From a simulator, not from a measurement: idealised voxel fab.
process module | voxel tone inversion
Cross-section cut spans 160 nm and uses square cells 5 nm in size.
Cross-section, as written here: a square-cell grid given band by band from the top down, where a band holds one or more rows of cells. First you get the band's top height and its bottom height, in nm, and then the materials it's made of, left to right, with each width in nm. If you see a single material with "all across", that one covers the band edge to edge. "empty" is empty space. Heights from 0 (as-received wafer is one material below). Bottom band endless downward, as "0 down". Think of "30 to 40" as a width that walks from the first number to the second as you go down the band, top row to bottom row, taking equal-sized steps from row to row. Step marked "no change occurred"? Then no cell in the cross-section changed in it. For the entry "Closed internal voids", the listed items are empty spaces with no open way to the top whose size is 8 cells or more; each item follows the pattern width x height at distance, where distance is from the left edge and all three are in nm. Whatever follows a step's settings on its line is a remark the simulator itself makes about that step. overlay nm: where the mask lay relative to plan, measured to the right, on steps with a mask; negatives go left.

Intended process steps
1) op RECEIVE | material Si
2) op CONFORMAL_DEP | material SiN | thk nm 10
3) op DIRECTIONAL_DEP | material aC | thk nm 15
4) op PATTERN | tone cover | mask id POSTS | material resist | width nm 15 | pitch nm 40 | thk nm 20 | overlay nm 0
5) op DIRECTIONAL_ETCH | etch materials aC | depth nm 15
6) op STRIP | etch materials resist
7) op FILL_DEP | material SiO2 | thk nm 5
8) op CMP | height nm 25
9) op STRIP | etch materials aC

Step 1 complete: cross-section of the wafer as received
    0 down | Si all across
    Closed internal voids: none

Figure: cross-sectional view of the wafer upon completion of the module, processed from the initial state and according to the plan depicted above, with one error introduced during execution
    25 to 10 | SiO2=30  empty=20  SiO2=20  empty=20  SiO2=20  empty=20  SiO2=30
    10 to 0 | SiN all across
    0 down | Si all across
    Closed internal voids: none
The mistake made against the process plan was this: step 4 deviated from plan and actually ran as op PATTERN | tone cover | mask id POSTS | material resist | width nm 20 | pitch nm 40 | thk nm 20 | overlay nm 0
